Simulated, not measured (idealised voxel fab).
process module | voxel transistor to metal
cross-section cut | 285 nm wide | cells 5 nm
A cross-section is a grid of square cells, given in bands from the top down. A band is one or more rows of cells.
Each band's line starts with the height of the band's top and of its bottom, in nm. Then come its materials from left to right, each with its width in nm. One material with "throughout" fills the band from edge to edge. "air" is empty space.
Height 0 is the level under which the wafer as received is all one material. The lowest band goes on downwards, as in "0 down".
A width such as "30 to 40" changes by the same amount from each row of cells to the next, from the band's top row to its bottom row.
"no change" after a step means that no cell of the cross-section changed.
closed voids: empty space of 8 cells or more with no open way to the top, each as width x height at its distance from the left edge, in nm
after a step's settings: what the simulator itself notes on the step
overlay nm, on a step with a mask: how far to the right of its planned place the mask lay; to the left if negative
plan
1 op RECEIVE | material Si
2 op OXIDIZE | depth nm 5
3 op CONFORMAL_DEP | material SiN | thk nm 10
4 op MASKED_ETCH | tone cover | mask id ACTIVE | width nm 100 | pitch nm 130 | etch materials SiN | depth nm 10 | overlay nm -10
5 op MASKED_ETCH | tone cover | mask id ACTIVE | width nm 100 | pitch nm 130 | etch materials SiO2 | depth nm 5 | overlay nm 0
6 op MASKED_ETCH | tone cover | mask id ACTIVE | width nm 100 | pitch nm 130 | etch materials Si | depth nm 30 | overlay nm 0
7 op FILL_DEP | material SiO2 | thk nm 5
8 op CMP | height nm 10
9 op SELECTIVE_ETCH | etch materials SiO2 | depth nm 5
10 op STRIP | etch materials SiN
11 op SELECTIVE_ETCH | etch materials SiO2 | depth nm 5
12 op OXIDIZE | depth nm 5
13 op DIRECTIONAL_DEP | material polySi | thk nm 25
14 op DIRECTIONAL_DEP | material SiCN | thk nm 15
15 op DIRECTIONAL_DEP | material aC | thk nm 15
16 op PATTERN | tone cover | mask id GATE | material resist | width nm 20 | pitch nm 130 | thk nm 35 | overlay nm 0
17 op DIRECTIONAL_ETCH | etch materials aC | depth nm 15
18 op STRIP | etch materials resist
19 op DIRECTIONAL_ETCH | etch materials SiCN | depth nm 25
20 op DIRECTIONAL_ETCH | etch materials polySi | depth nm 35
21 op STRIP | etch materials aC
22 op CONFORMAL_DEP | material SiO2 | thk nm 5
23 op DIRECTIONAL_ETCH | etch materials SiO2 | depth nm 5
24 op CONFORMAL_DEP | material SiN | thk nm 10
25 op DIRECTIONAL_ETCH | etch materials SiN | depth nm 10
26 op DIRECTIONAL_ETCH | etch materials SiO2 | depth nm 5
27 op EPI | material pSi | thk nm 5
28 op FILL_DEP | material SiO2 | thk nm 10
29 op CMP | height nm 35
30 op DIRECTIONAL_DEP | material SiO2 | thk nm 15
31 op PATTERN | tone open | mask id CONTACT | material resist | width nm 15 | pitch nm 65 | thk nm 20 | overlay nm 0
32 op DIRECTIONAL_ETCH | etch materials SiO2 | depth nm 55
33 op STRIP | etch materials resist
34 op CONFORMAL_DEP | material TiN | thk nm 5
35 op FILL_DEP | material Ru | thk nm 5
36 op CMP | height nm 50
37 op CONFORMAL_DEP | material SiCN | thk nm 5
38 op DIRECTIONAL_DEP | material lowk | thk nm 20
39 op PATTERN | tone open | mask id METAL_1 | material resist | width nm 15 | pitch nm 65 | thk nm 15 | overlay nm 0
40 op DIRECTIONAL_ETCH | etch materials lowk | depth nm 20
41 op DIRECTIONAL_ETCH | etch materials SiCN | depth nm 5
42 op STRIP | etch materials resist
43 op CONFORMAL_DEP | material TiN | thk nm 5
44 op FILL_DEP | material W | thk nm 10
45 op CMP | height nm 75
46 op EPI | material Ru | thk nm 5
47 op FILL_DEP | material SiCN | thk nm 5
varied across the wafers: overlay nm of step 4. The plan shows the first wafer's value. All wafers start alike
first wafer as received, after step 1
  0 down: Si throughout
  closed voids: none
each wafer at the end: cells of each material gained (+) or lost (-) since it was received, then its closed voids
overlay nm -10 | +58 Ru | -179 Si | +163 SiCN | +72 SiN | +473 SiO2 | +134 TiN | +16 W | +180 lowk | +12 pSi | +40 polySi | closed voids: none
overlay nm -5 | +58 Ru | -189 Si | +163 SiCN | +72 SiN | +481 SiO2 | +136 TiN | +16 W | +180 lowk | +12 pSi | +40 polySi | closed voids: none
overlay nm 0 | +60 Ru | -199 Si | +163 SiCN | +72 SiN | +489 SiO2 | +136 TiN | +16 W | +180 lowk | +12 pSi | +40 polySi | closed voids: none
overlay nm 5 | +58 Ru | -189 Si | +163 SiCN | +72 SiN | +481 SiO2 | +136 TiN | +16 W | +180 lowk | +12 pSi | +40 polySi | closed voids: none
overlay nm 10 | +58 Ru | -179 Si | +163 SiCN | +72 SiN | +473 SiO2 | +134 TiN | +16 W | +180 lowk | +12 pSi | +40 polySi | closed voids: none
overlay nm 15 | +58 Ru | -167 Si | +163 SiCN | +72 SiN | +455 SiO2 | +134 TiN | +16 W | +180 lowk | +18 pSi | +40 polySi | closed voids: none
